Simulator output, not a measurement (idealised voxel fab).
process module | voxel ribs on slabs
cross-section cut | 285 nm wide | cells 5 nm
A cross-section is a grid of square cells, given in bands from the top down. A band is one or more rows of cells.
Each band's line starts with the height of the band's top and of its bottom, in nm. Then come its materials from left to right, each with its width in nm. One material with "throughout" fills the band from edge to edge. "air" is empty space.
Height 0 is the level under which the wafer as received is all one material. The lowest band goes on downwards, as in "0 down".
A width such as "30 to 40" changes by the same amount from each row of cells to the next, from the band's top row to its bottom row.
"no change" after a step means that no cell of the cross-section changed.
closed voids: empty space of 8 cells or more with no open way to the top, each as width x height at its distance from the left edge, in nm
after a step's settings: what the simulator itself notes on the step
overlay nm, on a step with a mask: how far to the right of its planned place the mask lay; to the left if negative
plan
1 op RECEIVE | material Si
2 op DIRECTIONAL_DEP | material SiO2 | thk nm 30
3 op DIRECTIONAL_DEP | material polySi | thk nm 20
4 op PATTERN | tone cover | mask id RIB | material resist | width nm 25 | thk nm 20 | overlay nm 0
5 op DIRECTIONAL_ETCH | etch materials polySi | depth nm 5
6 op STRIP | etch materials resist
7 op DIRECTIONAL_DEP | material aC | thk nm 10
8 op PATTERN | tone cover | mask id SLAB | material resist | width nm 75 | thk nm 30 | overlay nm 0
9 op DIRECTIONAL_ETCH | etch materials aC | depth nm 10
10 op STRIP | etch materials resist
11 op DIRECTIONAL_ETCH | etch materials polySi | depth nm 15
12 op STRIP | etch materials aC
13 op FILL_DEP | material SiO2 | thk nm 25
14 op CMP | height nm 65
15 op DIRECTIONAL_DEP | material W | thk nm 10
16 op MASKED_ETCH | tone cover | mask id HEATER | width nm 35 | etch materials W | depth nm 10 | overlay nm -15
17 op CONFORMAL_DEP | material SiO2 | thk nm 5
varied across the wafers: overlay nm of step 16. The plan shows the first wafer's value. All wafers start alike
first wafer as received, after step 1
  0 down: Si throughout
  closed voids: none
each wafer at the end: cells of each material gained (+) or lost (-) since it was received, then its closed voids
overlay nm -15 | +752 SiO2 | +14 W | +50 polySi | closed voids: none
overlay nm -10 | +752 SiO2 | +14 W | +50 polySi | closed voids: none
overlay nm -5 | +752 SiO2 | +14 W | +50 polySi | closed voids: none
overlay nm 0 | +752 SiO2 | +14 W | +50 polySi | closed voids: none
overlay nm 5 | +752 SiO2 | +14 W | +50 polySi | closed voids: none
overlay nm 10 | +752 SiO2 | +14 W | +50 polySi | closed voids: none
overlay nm 15 | +752 SiO2 | +14 W | +50 polySi | closed voids: none
